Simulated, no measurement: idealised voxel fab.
You're looking at the process module voxel capacitor over wiring.
Xsec cut, 285 nm wide, square cell size 5 nm.
Throughout this document, each cross-section is represented as a grid of square cells and is presented as a sequence of bands enumerated from the top downward, where a band comprises one or more rows of cells. Top, bottom (nm), then materials left to right with widths (nm); lone material tagged "throughout" fills the whole band edge to edge; "empty" = empty space. Zero point of the height axis is 0; under it, received wafer = one material. Lowest band: continues down indefinitely, "0..down". Note: "30..40" means the width goes from the first number (top row of the band) to the second number (bottom row) in equal steps per row of cells. A step reported as "no alteration" is a step in which no cell of the cross-section changed. You'll see "Enclosed void list" listing empty spaces that have no way open to the top, as long as they're 8 cells or more; the notation is width x height at distance, where the distance is from the left edge, and all of it is in nm. Text after the settings on a step's line: the simulator's own remark on that step. "overlay nm", when on a step's line for a step with a mask, measures how far to the right of its planned place the mask lay; a negative measure means to the left.
Planned step list for the process:
- 1: op RECEIVE | material Si
- 2: op CONFORMAL_DEP | material SiO2 | thk nm 15
- 3: op CONFORMAL_DEP | material SiN | thk nm 5
- 4: op DIRECTIONAL_DEP | material SiO2 | thk nm 20
- 5: op MASKED_ETCH | tone open | mask id METAL_1 | width nm 25 | pitch nm 80 | etch materials SiO2 | depth nm 20 | overlay nm 0
- 6: op MASKED_ETCH | tone open | mask id METAL_1 | width nm 25 | pitch nm 80 | etch materials SiN | depth nm 5 | overlay nm 0
- 7: op CONFORMAL_DEP | material TiN | thk nm 5
- 8: op FILL_DEP | material W | thk nm 5
- 9: op CMP | height nm 40
- 10: op CONFORMAL_DEP | material SiCN | thk nm 5
- 11: op DIRECTIONAL_DEP | material SiO2 | thk nm 20
- 12: op PATTERN | tone open | mask id PLUG_1 | material resist | width nm 15 | thk nm 20 | overlay nm 0
- 13: op DIRECTIONAL_ETCH | etch materials SiO2 | depth nm 20
- 14: op DIRECTIONAL_ETCH | etch materials SiCN | depth nm 5
- 15: op STRIP | etch materials resist
- 16: op CONFORMAL_DEP | material TiN | thk nm 5
- 17: op FILL_DEP | material Ru | thk nm 10
- 18: op CMP | height nm 65
- 19: op DIRECTIONAL_DEP | material TiN | thk nm 5
- 20: op DIRECTIONAL_DEP | material HfO2 | thk nm 5
- 21: op DIRECTIONAL_DEP | material TiN | thk nm 5
- 22: op DIRECTIONAL_DEP | material aC | thk nm 15
- 23: op PATTERN | tone cover | mask id UPPER_PLATE | material resist | width nm 60 | thk nm 35 | overlay nm 0
- 24: op DIRECTIONAL_ETCH | etch materials aC | depth nm 15
- 25: op STRIP | etch materials resist
- 26: op DIRECTIONAL_ETCH | etch materials TiN | depth nm 5
- 27: op DIRECTIONAL_ETCH | etch materials HfO2 | depth nm 5
- 28: op STRIP | etch materials aC
- 29: op DIRECTIONAL_DEP | material aC | thk nm 15
- 30: op PATTERN | tone cover | mask id LOWER_PLATE | material resist | width nm 70 | thk nm 30 | overlay nm 0
- 31: op DIRECTIONAL_ETCH | etch materials aC | depth nm 15
- 32: op STRIP | etch materials resist
- 33: op DIRECTIONAL_ETCH | etch materials TiN | depth nm 5
- 34: op STRIP | etch materials aC
- 35: op FILL_DEP | material SiO2 | thk nm 20
- 36: op CMP | height nm 95
- 37: op PATTERN | tone open | mask id PLUG_2 | material resist | width nm 15 | thk nm 20 | overlay nm 0
- 38: op DIRECTIONAL_ETCH | etch materials SiO2 | depth nm 15
- 39: op STRIP | etch materials resist
- 40: op CONFORMAL_DEP | material TiN | thk nm 5
- 41: op FILL_DEP | material Cu | thk nm 10
- 42: op CMP | height nm 95
- 43: op CONFORMAL_DEP | material SiN | thk nm 5
Wafer, first of two, run as planned:
This is the cross-section of the wafer as we received it, i.e. after step 1:
* 0..down = Si throughout
* Enclosed void list: none
The wafer in cross-section once step 2 is complete:
* 15..0 = SiO2 throughout
* Under the height 0 nothing was changed.
The wafer in cross-section once step 3 is complete:
* 20..15 = SiN throughout
* Under the height 15 nothing was changed.
The wafer in cross-section once step 4 is complete:
* 40..20 = SiO2 throughout
* Under the height 20 nothing was changed.
The wafer in cross-section once step 5 is complete:
* 40..20 = 90 nm SiO2, then 25 nm empty, then 55 nm SiO2, then 25 nm empty, then 90 nm SiO2
* Under the height 20 nothing was changed.
The wafer in cross-section once step 6 is complete:
* 40..20 = 90 nm SiO2, then 25 nm empty, then 55 nm SiO2, then 25 nm empty, then 90 nm SiO2
* 20..15 = 90 nm SiN, then 25 nm empty, then 55 nm SiN, then 25 nm empty, then 90 nm SiN
* Under the height 15 nothing was changed.
The wafer in cross-section once step 7 is complete:
* 45..40 = 95 nm TiN, then 15 nm empty, then 65 nm TiN, then 15 nm empty, then 95 nm TiN
* 40..20 = 90 nm SiO2, then 5 nm TiN, then 15 nm empty, then 5 nm TiN, then 55 nm SiO2, then 5 nm TiN, then 15 nm empty, then 5 nm TiN, then 90 nm SiO2
* 20..15 = 90 nm SiN, then 25 nm TiN, then 55 nm SiN, then 25 nm TiN, then 90 nm SiN
* Under the height 15 nothing was changed.
The wafer in cross-section once step 8 is complete:
* 50..45 = W throughout
* 45..40 = 95 nm TiN, then 15 nm W, then 65 nm TiN, then 15 nm W, then 95 nm TiN
* 40..20 = 90 nm SiO2, then 5 nm TiN, then 15 nm W, then 5 nm TiN, then 55 nm SiO2, then 5 nm TiN, then 15 nm W, then 5 nm TiN, then 90 nm SiO2
* Under the height 20 nothing was changed.
The wafer in cross-section once step 9 is complete:
* 40..20 = 90 nm SiO2, then 5 nm TiN, then 15 nm W, then 5 nm TiN, then 55 nm SiO2, then 5 nm TiN, then 15 nm W, then 5 nm TiN, then 90 nm SiO2
* Under the height 20 nothing was changed.
The wafer in cross-section once step 10 is complete:
* 45..40 = SiCN throughout
* Under the height 40 nothing was changed.
The wafer in cross-section once step 11 is complete:
* 65..45 = SiO2 throughout
* Under the height 45 nothing was changed.
The wafer in cross-section once step 12 is complete:
* 85..65 = 100 nm resist, then 15 nm empty, then 170 nm resist
* Under the height 65 nothing was changed.
The wafer in cross-section once step 13 is complete:
* 85..65 = 100 nm resist, then 15 nm empty, then 170 nm resist
* 65..45 = 100 nm SiO2, then 15 nm empty, then 170 nm SiO2
* Under the height 45 nothing was changed.
The wafer in cross-section once step 14 is complete:
* 85..65 = 100 nm resist, then 15 nm empty, then 170 nm resist
* 65..45 = 100 nm SiO2, then 15 nm empty, then 170 nm SiO2
* 45..40 = 100 nm SiCN, then 15 nm empty, then 170 nm SiCN
* Under the height 40 nothing was changed.
The wafer in cross-section once step 15 is complete:
* 65..45 = 100 nm SiO2, then 15 nm empty, then 170 nm SiO2
* Under the height 45 nothing was changed.
The wafer in cross-section once step 16 is complete:
* 70..65 = 105 nm TiN, then 5 nm empty, then 175 nm TiN
* 65..45 = 100 nm SiO2, then 5 nm TiN, then 5 nm empty, then 5 nm TiN, then 170 nm SiO2
* 45..40 = 100 nm SiCN, then 15 nm TiN, then 170 nm SiCN
* Under the height 40 nothing was changed.
The wafer in cross-section once step 17 is complete:
* 80..70 = Ru throughout
* 70..65 = 105 nm TiN, then 5 nm Ru, then 175 nm TiN
* 65..45 = 100 nm SiO2, then 5 nm TiN, then 5 nm Ru, then 5 nm TiN, then 170 nm SiO2
* Under the height 45 nothing was changed.
The wafer in cross-section once step 18 is complete:
* 65..45 = 100 nm SiO2, then 5 nm TiN, then 5 nm Ru, then 5 nm TiN, then 170 nm SiO2
* Under the height 45 nothing was changed.
The wafer in cross-section once step 19 is complete:
* 70..65 = TiN throughout
* Under the height 65 nothing was changed.
The wafer in cross-section once step 20 is complete:
* 75..70 = HfO2 throughout
* Under the height 70 nothing was changed.
The wafer in cross-section once step 21 is complete:
* 80..75 = TiN throughout
* Under the height 75 nothing was changed.
The wafer in cross-section once step 22 is complete:
* 95..80 = aC throughout
* Under the height 80 nothing was changed.
The wafer in cross-section once step 23 is complete:
* 130..95 = 100 nm empty, then 60 nm resist, then 125 nm empty
* Under the height 95 nothing was changed.
The wafer in cross-section once step 24 is complete:
* 115..95 = 100 nm empty, then 60 nm resist, then 125 nm empty
* 95..80 = 100 nm empty, then 60 nm aC, then 125 nm empty
* Under the height 80 nothing was changed.
The wafer in cross-section once step 25 is complete:
* 95..80 = 100 nm empty, then 60 nm aC, then 125 nm empty
* Under the height 80 nothing was changed.
The wafer in cross-section once step 26 is complete:
* 95..80 = 100 nm empty, then 60 nm aC, then 125 nm empty
* 80..75 = 100 nm empty, then 60 nm TiN, then 125 nm empty
* Under the height 75 nothing was changed.
The wafer in cross-section once step 27 is complete:
* 95..80 = 100 nm empty, then 60 nm aC, then 125 nm empty
* 80..75 = 100 nm empty, then 60 nm TiN, then 125 nm empty
* 75..70 = 100 nm empty, then 60 nm HfO2, then 125 nm empty
* Under the height 70 nothing was changed.
The wafer in cross-section once step 28 is complete:
* 80..75 = 100 nm empty, then 60 nm TiN, then 125 nm empty
* Under the height 75 nothing was changed.
The wafer in cross-section once step 29 is complete:
* 95..85 = 100 nm empty, then 60 nm aC, then 125 nm empty
* 85..80 = aC throughout
* 80..75 = 100 nm aC, then 60 nm TiN, then 125 nm aC
* 75..70 = 100 nm aC, then 60 nm HfO2, then 125 nm aC
* Under the height 70 nothing was changed.
The wafer in cross-section once step 30 is complete:
* 125..95 = 95 nm empty, then 70 nm resist, then 120 nm empty
* 95..85 = 95 nm empty, then 5 nm resist, then 60 nm aC, then 5 nm resist, then 120 nm empty
* Under the height 85 nothing was changed.
The wafer in cross-section once step 31 is complete:
* 110..95 = 95 nm empty, then 70 nm resist, then 120 nm empty
* 95..85 = 95 nm empty, then 5 nm resist, then 60 nm aC, then 5 nm resist, then 120 nm empty
* 85..80 = 95 nm empty, then 70 nm aC, then 120 nm empty
* 80..75 = 95 nm empty, then 5 nm aC, then 60 nm TiN, then 5 nm aC, then 120 nm empty
* 75..70 = 95 nm empty, then 5 nm aC, then 60 nm HfO2, then 5 nm aC, then 120 nm empty
* Under the height 70 nothing was changed.
The wafer in cross-section once step 32 is complete:
* 95..85 = 100 nm empty, then 60 nm aC, then 125 nm empty
* Under the height 85 nothing was changed.
The wafer in cross-section once step 33 is complete:
* 95..85 = 100 nm empty, then 60 nm aC, then 125 nm empty
* 85..80 = 95 nm empty, then 70 nm aC, then 120 nm empty
* 80..75 = 95 nm empty, then 5 nm aC, then 60 nm TiN, then 5 nm aC, then 120 nm empty
* 75..70 = 95 nm empty, then 5 nm aC, then 60 nm HfO2, then 5 nm aC, then 120 nm empty
* 70..65 = 95 nm empty, then 70 nm TiN, then 120 nm empty
* Under the height 65 nothing was changed.
The wafer in cross-section once step 34 is complete:
* 80..75 = 100 nm empty, then 60 nm TiN, then 125 nm empty
* 75..70 = 100 nm empty, then 60 nm HfO2, then 125 nm empty
* Under the height 70 nothing was changed.
The wafer in cross-section once step 35 is complete:
* 100..80 = SiO2 throughout
* 80..75 = 100 nm SiO2, then 60 nm TiN, then 125 nm SiO2
* 75..70 = 100 nm SiO2, then 60 nm HfO2, then 125 nm SiO2
* 70..65 = 95 nm SiO2, then 70 nm TiN, then 120 nm SiO2
* Under the height 65 nothing was changed.
The wafer in cross-section once step 36 is complete:
* 95..80 = SiO2 throughout
* Under the height 80 nothing was changed.
The wafer in cross-section once step 37 is complete:
* 115..95 = 110 nm resist, then 15 nm empty, then 160 nm resist
* Under the height 95 nothing was changed.
The wafer in cross-section once step 38 is complete:
* 115..95 = 110 nm resist, then 15 nm empty, then 160 nm resist
* 95..80 = 110 nm SiO2, then 15 nm empty, then 160 nm SiO2
* Under the height 80 nothing was changed.
The wafer in cross-section once step 39 is complete:
* 95..80 = 110 nm SiO2, then 15 nm empty, then 160 nm SiO2
* Under the height 80 nothing was changed.
The wafer in cross-section once step 40 is complete:
* 100..95 = 115 nm TiN, then 5 nm empty, then 165 nm TiN
* 95..85 = 110 nm SiO2, then 5 nm TiN, then 5 nm empty, then 5 nm TiN, then 160 nm SiO2
* 85..75 = 110..100 nm SiO2, then 15..60 nm TiN, then 160..125 nm SiO2
* Under the height 75 nothing was changed.
The wafer in cross-section once step 41 is complete:
* 110..100 = Cu throughout
* 100..95 = 115 nm TiN, then 5 nm Cu, then 165 nm TiN
* 95..85 = 110 nm SiO2, then 5 nm TiN, then 5 nm Cu, then 5 nm TiN, then 160 nm SiO2
* Under the height 85 nothing was changed.
The wafer in cross-section once step 42 is complete:
* 95..85 = 110 nm SiO2, then 5 nm TiN, then 5 nm Cu, then 5 nm TiN, then 160 nm SiO2
* Under the height 85 nothing was changed.
The wafer in cross-section once step 43 is complete:
* 100..95 = SiN throughout
* Under the height 95 nothing was changed.
Second wafer: same start and same plan as the first, one execution error; identical to the first through step 1:
Cross-sectional representation of the second wafer at the time designated in the plan for the completion of step 2:
* 30..0 = SiO2 throughout
* Under the height 0 nothing was changed.
Cross-sectional representation of the second wafer at the time designated in the plan for the completion of step 3:
* 35..30 = SiN throughout
* Under the height 30 nothing was changed.
Cross-sectional representation of the second wafer at the time designated in the plan for the completion of step 4:
* 55..35 = SiO2 throughout
* Under the height 35 nothing was changed.
Cross-sectional representation of the second wafer at the time designated in the plan for the completion of step 5:
* 55..35 = 90 nm SiO2, then 25 nm empty, then 55 nm SiO2, then 25 nm empty, then 90 nm SiO2
* Under the height 35 nothing was changed.
Cross-sectional representation of the second wafer at the time designated in the plan for the completion of step 6:
* 55..35 = 90 nm SiO2, then 25 nm empty, then 55 nm SiO2, then 25 nm empty, then 90 nm SiO2
* 35..30 = 90 nm SiN, then 25 nm empty, then 55 nm SiN, then 25 nm empty, then 90 nm SiN
* Under the height 30 nothing was changed.
Cross-sectional representation of the second wafer at the time designated in the plan for the completion of step 7:
* 60..55 = 95 nm TiN, then 15 nm empty, then 65 nm TiN, then 15 nm empty, then 95 nm TiN
* 55..35 = 90 nm SiO2, then 5 nm TiN, then 15 nm empty, then 5 nm TiN, then 55 nm SiO2, then 5 nm TiN, then 15 nm empty, then 5 nm TiN, then 90 nm SiO2
* 35..30 = 90 nm SiN, then 25 nm TiN, then 55 nm SiN, then 25 nm TiN, then 90 nm SiN
* Under the height 30 nothing was changed.
Cross-sectional representation of the second wafer at the time designated in the plan for the completion of step 8:
* 65..60 = W throughout
* 60..55 = 95 nm TiN, then 15 nm W, then 65 nm TiN, then 15 nm W, then 95 nm TiN
* 55..35 = 90 nm SiO2, then 5 nm TiN, then 15 nm W, then 5 nm TiN, then 55 nm SiO2, then 5 nm TiN, then 15 nm W, then 5 nm TiN, then 90 nm SiO2
* Under the height 35 nothing was changed.
Cross-sectional representation of the second wafer at the time designated in the plan for the completion of step 9:
* 40..35 = 90 nm SiO2, then 5 nm TiN, then 15 nm W, then 5 nm TiN, then 55 nm SiO2, then 5 nm TiN, then 15 nm W, then 5 nm TiN, then 90 nm SiO2
* Under the height 35 nothing was changed.
Cross-sectional representation of the second wafer at the time designated in the plan for the completion of step 10:
* 45..40 = SiCN throughout
* Under the height 40 nothing was changed.
Cross-sectional representation of the second wafer at the time designated in the plan for the completion of step 11:
* 65..45 = SiO2 throughout
* Under the height 45 nothing was changed.
Cross-sectional representation of the second wafer at the time designated in the plan for the completion of step 12:
* 85..65 = 100 nm resist, then 15 nm empty, then 170 nm resist
* Under the height 65 nothing was changed.
Cross-sectional representation of the second wafer at the time designated in the plan for the completion of step 13:
* 85..65 = 100 nm resist, then 15 nm empty, then 170 nm resist
* 65..45 = 100 nm SiO2, then 15 nm empty, then 170 nm SiO2
* Under the height 45 nothing was changed.
Cross-sectional representation of the second wafer at the time designated in the plan for the completion of step 14:
* 85..65 = 100 nm resist, then 15 nm empty, then 170 nm resist
* 65..45 = 100 nm SiO2, then 15 nm empty, then 170 nm SiO2
* 45..40 = 100 nm SiCN, then 15 nm empty, then 170 nm SiCN
* Under the height 40 nothing was changed.
Cross-sectional representation of the second wafer at the time designated in the plan for the completion of step 15:
* 65..45 = 100 nm SiO2, then 15 nm empty, then 170 nm SiO2
* Under the height 45 nothing was changed.
Cross-sectional representation of the second wafer at the time designated in the plan for the completion of step 16:
* 70..65 = 105 nm TiN, then 5 nm empty, then 175 nm TiN
* 65..45 = 100 nm SiO2, then 5 nm TiN, then 5 nm empty, then 5 nm TiN, then 170 nm SiO2
* 45..40 = 100 nm SiCN, then 15 nm TiN, then 170 nm SiCN
* Under the height 40 nothing was changed.
Cross-sectional representation of the second wafer at the time designated in the plan for the completion of step 17:
* 80..70 = Ru throughout
* 70..65 = 105 nm TiN, then 5 nm Ru, then 175 nm TiN
* 65..45 = 100 nm SiO2, then 5 nm TiN, then 5 nm Ru, then 5 nm TiN, then 170 nm SiO2
* Under the height 45 nothing was changed.
Cross-sectional representation of the second wafer at the time designated in the plan for the completion of step 18:
* 65..45 = 100 nm SiO2, then 5 nm TiN, then 5 nm Ru, then 5 nm TiN, then 170 nm SiO2
* Under the height 45 nothing was changed.
Cross-sectional representation of the second wafer at the time designated in the plan for the completion of step 19:
* 70..65 = TiN throughout
* Under the height 65 nothing was changed.
Cross-sectional representation of the second wafer at the time designated in the plan for the completion of step 20:
* 75..70 = HfO2 throughout
* Under the height 70 nothing was changed.
Cross-sectional representation of the second wafer at the time designated in the plan for the completion of step 21:
* 80..75 = TiN throughout
* Under the height 75 nothing was changed.
Cross-sectional representation of the second wafer at the time designated in the plan for the completion of step 22:
* 95..80 = aC throughout
* Under the height 80 nothing was changed.
Cross-sectional representation of the second wafer at the time designated in the plan for the completion of step 23:
* 130..95 = 100 nm empty, then 60 nm resist, then 125 nm empty
* Under the height 95 nothing was changed.
Cross-sectional representation of the second wafer at the time designated in the plan for the completion of step 24:
* 115..95 = 100 nm empty, then 60 nm resist, then 125 nm empty
* 95..80 = 100 nm empty, then 60 nm aC, then 125 nm empty
* Under the height 80 nothing was changed.
Cross-sectional representation of the second wafer at the time designated in the plan for the completion of step 25:
* 95..80 = 100 nm empty, then 60 nm aC, then 125 nm empty
* Under the height 80 nothing was changed.
Cross-sectional representation of the second wafer at the time designated in the plan for the completion of step 26:
* 95..80 = 100 nm empty, then 60 nm aC, then 125 nm empty
* 80..75 = 100 nm empty, then 60 nm TiN, then 125 nm empty
* Under the height 75 nothing was changed.
Cross-sectional representation of the second wafer at the time designated in the plan for the completion of step 27:
* 95..80 = 100 nm empty, then 60 nm aC, then 125 nm empty
* 80..75 = 100 nm empty, then 60 nm TiN, then 125 nm empty
* 75..70 = 100 nm empty, then 60 nm HfO2, then 125 nm empty
* Under the height 70 nothing was changed.
Cross-sectional representation of the second wafer at the time designated in the plan for the completion of step 28:
* 80..75 = 100 nm empty, then 60 nm TiN, then 125 nm empty
* Under the height 75 nothing was changed.
Cross-sectional representation of the second wafer at the time designated in the plan for the completion of step 29:
* 95..85 = 100 nm empty, then 60 nm aC, then 125 nm empty
* 85..80 = aC throughout
* 80..75 = 100 nm aC, then 60 nm TiN, then 125 nm aC
* 75..70 = 100 nm aC, then 60 nm HfO2, then 125 nm aC
* Under the height 70 nothing was changed.
Cross-sectional representation of the second wafer at the time designated in the plan for the completion of step 30:
* 125..95 = 95 nm empty, then 70 nm resist, then 120 nm empty
* 95..85 = 95 nm empty, then 5 nm resist, then 60 nm aC, then 5 nm resist, then 120 nm empty
* Under the height 85 nothing was changed.
Cross-sectional representation of the second wafer at the time designated in the plan for the completion of step 31:
* 110..95 = 95 nm empty, then 70 nm resist, then 120 nm empty
* 95..85 = 95 nm empty, then 5 nm resist, then 60 nm aC, then 5 nm resist, then 120 nm empty
* 85..80 = 95 nm empty, then 70 nm aC, then 120 nm empty
* 80..75 = 95 nm empty, then 5 nm aC, then 60 nm TiN, then 5 nm aC, then 120 nm empty
* 75..70 = 95 nm empty, then 5 nm aC, then 60 nm HfO2, then 5 nm aC, then 120 nm empty
* Under the height 70 nothing was changed.
Cross-sectional representation of the second wafer at the time designated in the plan for the completion of step 32:
* 95..85 = 100 nm empty, then 60 nm aC, then 125 nm empty
* Under the height 85 nothing was changed.
Cross-sectional representation of the second wafer at the time designated in the plan for the completion of step 33:
* 95..85 = 100 nm empty, then 60 nm aC, then 125 nm empty
* 85..80 = 95 nm empty, then 70 nm aC, then 120 nm empty
* 80..75 = 95 nm empty, then 5 nm aC, then 60 nm TiN, then 5 nm aC, then 120 nm empty
* 75..70 = 95 nm empty, then 5 nm aC, then 60 nm HfO2, then 5 nm aC, then 120 nm empty
* 70..65 = 95 nm empty, then 70 nm TiN, then 120 nm empty
* Under the height 65 nothing was changed.
Cross-sectional representation of the second wafer at the time designated in the plan for the completion of step 34:
* 80..75 = 100 nm empty, then 60 nm TiN, then 125 nm empty
* 75..70 = 100 nm empty, then 60 nm HfO2, then 125 nm empty
* Under the height 70 nothing was changed.
Cross-sectional representation of the second wafer at the time designated in the plan for the completion of step 35:
* 100..80 = SiO2 throughout
* 80..75 = 100 nm SiO2, then 60 nm TiN, then 125 nm SiO2
* 75..70 = 100 nm SiO2, then 60 nm HfO2, then 125 nm SiO2
* 70..65 = 95 nm SiO2, then 70 nm TiN, then 120 nm SiO2
* Under the height 65 nothing was changed.
Cross-sectional representation of the second wafer at the time designated in the plan for the completion of step 36:
* 95..80 = SiO2 throughout
* Under the height 80 nothing was changed.
Cross-sectional representation of the second wafer at the time designated in the plan for the completion of step 37:
* 115..95 = 110 nm resist, then 15 nm empty, then 160 nm resist
* Under the height 95 nothing was changed.
Cross-sectional representation of the second wafer at the time designated in the plan for the completion of step 38:
* 115..95 = 110 nm resist, then 15 nm empty, then 160 nm resist
* 95..80 = 110 nm SiO2, then 15 nm empty, then 160 nm SiO2
* Under the height 80 nothing was changed.
Cross-sectional representation of the second wafer at the time designated in the plan for the completion of step 39:
* 95..80 = 110 nm SiO2, then 15 nm empty, then 160 nm SiO2
* Under the height 80 nothing was changed.
Cross-sectional representation of the second wafer at the time designated in the plan for the completion of step 40:
* 100..95 = 115 nm TiN, then 5 nm empty, then 165 nm TiN
* 95..85 = 110 nm SiO2, then 5 nm TiN, then 5 nm empty, then 5 nm TiN, then 160 nm SiO2
* 85..75 = 110..100 nm SiO2, then 15..60 nm TiN, then 160..125 nm SiO2
* Under the height 75 nothing was changed.
Cross-sectional representation of the second wafer at the time designated in the plan for the completion of step 41:
* 110..100 = Cu throughout
* 100..95 = 115 nm TiN, then 5 nm Cu, then 165 nm TiN
* 95..85 = 110 nm SiO2, then 5 nm TiN, then 5 nm Cu, then 5 nm TiN, then 160 nm SiO2
* Under the height 85 nothing was changed.
Cross-sectional representation of the second wafer at the time designated in the plan for the completion of step 42:
* 95..85 = 110 nm SiO2, then 5 nm TiN, then 5 nm Cu, then 5 nm TiN, then 160 nm SiO2
* Under the height 85 nothing was changed.
Cross-sectional representation of the second wafer at the time designated in the plan for the completion of step 43:
* 100..95 = SiN throughout
* Under the height 95 nothing was changed.
Nonconformance to the process plan: in the plan, step 2 was performed twice
Upon completion, the second wafer contains, in terms of cells, a greater or smaller amount of certain materials than the first wafer: 30 more of SiO2, 12 fewer of TiN, 18 fewer of W
